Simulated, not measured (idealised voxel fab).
The process module that follows is named voxel ribs on slabs.
Shown is cross-section cut, with a width of 295 nm and square cells of size 5 nm.
A cross-section in this document is a grid of square cells, and it is written down as bands, the top band listed before the ones below it; a band is made up of one or more rows of cells. Top, bottom (nm), then materials left to right with widths (nm); lone material tagged "full width" fills the whole band edge to edge; "blank" = empty space. A quick word on heights: they are counted from 0, and under that level the wafer as it came to us is one material throughout. The lowest band is different from the rest in having no bottom; it simply continues downward, written as in "top 0, no bottom". Per-row width for "30..40": begins at first number (top row of band), ends at second number (bottom row), increment between rows held constant. Any step labelled "changes: none" changed none of the cells in the cross-section. So "Fully sealed voids" is basically the list of trapped voids: any empty space of 8 cells or more that can't reach the top through an opening. They're written width x height at distance, the distance being from the left edge, and it's all nm. Whatever follows a step's settings on its line is a remark the simulator itself makes about that step. "overlay nm" denotes, for a step that has a mask, the displacement of the mask to the right of its planned place, with negative values corresponding to the left.

### These are the steps we planned for the process
1: RECEIVE: material Si
2: DIRECTIONAL_DEP: material SiO2, thk nm 25
3: DIRECTIONAL_DEP: material SiN, thk nm 25
4: PATTERN: tone cover, mask id RIB, material resist, width nm 25, thk nm 20, overlay nm 0
5: DIRECTIONAL_ETCH: etch materials SiN, depth nm 15
6: STRIP: etch materials resist
7: MASKED_ETCH: tone cover, mask id SLAB, width nm 85, etch materials SiN, depth nm 10, overlay nm 0
8: FILL_DEP: material SiO2, thk nm 25
9: CMP: height nm 65
10: DIRECTIONAL_DEP: material TiN, thk nm 5
11: PATTERN: tone cover, mask id HEATER, material resist, width nm 35, thk nm 15, overlay nm 0
12: DIRECTIONAL_ETCH: etch materials TiN, depth nm 5
13: STRIP: etch materials resist
14: CONFORMAL_DEP: material SiN, thk nm 5

### What follows covers the first of two wafers; it ran as planned

### Cross-section of the wafer as it came to us, i.e., already through step 1
top 0, no bottom = Si full width
Fully sealed voids: none

### How the wafer stands in section after step 2
top 25, bottom 0 = SiO2 full width
Below 0, no change.

### How the wafer stands in section after step 3
top 50, bottom 25 = SiN full width
Below 25, no change.

### How the wafer stands in section after step 4
top 70, bottom 50 = blank (135), then resist (25), then blank (135)
Below 50, no change.

### How the wafer stands in section after step 5
top 70, bottom 50 = blank (135), then resist (25), then blank (135)
top 50, bottom 35 = blank (135), then SiN (25), then blank (135)
Below 35, no change.

### How the wafer stands in section after step 6
top 50, bottom 35 = blank (135), then SiN (25), then blank (135)
Below 35, no change.

### How the wafer stands in section after step 7
top 50, bottom 35 = blank (135), then SiN (25), then blank (135)
top 35, bottom 25 = blank (105), then SiN (85), then blank (105)
Below 25, no change.

### How the wafer stands in section after step 8
top 75, bottom 50 = SiO2 full width
top 50, bottom 35 = SiO2 (135), then SiN (25), then SiO2 (135)
top 35, bottom 25 = SiO2 (105), then SiN (85), then SiO2 (105)
Below 25, no change.

### How the wafer stands in section after step 9
top 65, bottom 50 = SiO2 full width
Below 50, no change.

### How the wafer stands in section after step 10
top 70, bottom 65 = TiN full width
Below 65, no change.

### How the wafer stands in section after step 11
top 85, bottom 70 = blank (130), then resist (35), then blank (130)
Below 70, no change.

### How the wafer stands in section after step 12
top 85, bottom 70 = blank (130), then resist (35), then blank (130)
top 70, bottom 65 = blank (130), then TiN (35), then blank (130)
Below 65, no change.

### How the wafer stands in section after step 13
top 70, bottom 65 = blank (130), then TiN (35), then blank (130)
Below 65, no change.

### How the wafer stands in section after step 14
top 75, bottom 70 = blank (125), then SiN (45), then blank (125)
top 70, bottom 65 = SiN (130), then TiN (35), then SiN (130)
Below 65, no change.

### Okay, second wafer. Nothing different at the start, nothing different in the plan, just one mistake somewhere in the running. As far as step 8, counting that step, it's the first wafer all over again

### Cross-section: second wafer, time at which step 9 was scheduled to end
top 70, bottom 50 = SiO2 full width
Below 50, no change.

### Cross-section: second wafer, time at which step 10 was scheduled to end
top 75, bottom 70 = TiN full width
Below 70, no change.

### Cross-section: second wafer, time at which step 11 was scheduled to end
top 90, bottom 75 = blank (130), then resist (35), then blank (130)
Below 75, no change.

### Cross-section: second wafer, time at which step 12 was scheduled to end
top 90, bottom 75 = blank (130), then resist (35), then blank (130)
top 75, bottom 70 = blank (130), then TiN (35), then blank (130)
Below 70, no change.

### Cross-section: second wafer, time at which step 13 was scheduled to end
top 75, bottom 70 = blank (130), then TiN (35), then blank (130)
Below 70, no change.

### Cross-section: second wafer, time at which step 14 was scheduled to end
top 80, bottom 75 = blank (125), then SiN (45), then blank (125)
top 75, bottom 70 = SiN (130), then TiN (35), then SiN (130)
Below 70, no change.
Finding, execution versus plan: the process deviated at step 9: the operation and settings actually run there were CMP: height nm 70
FYI, end of process, the second wafer has more or fewer cells of some materials than the first: +59 SiO2
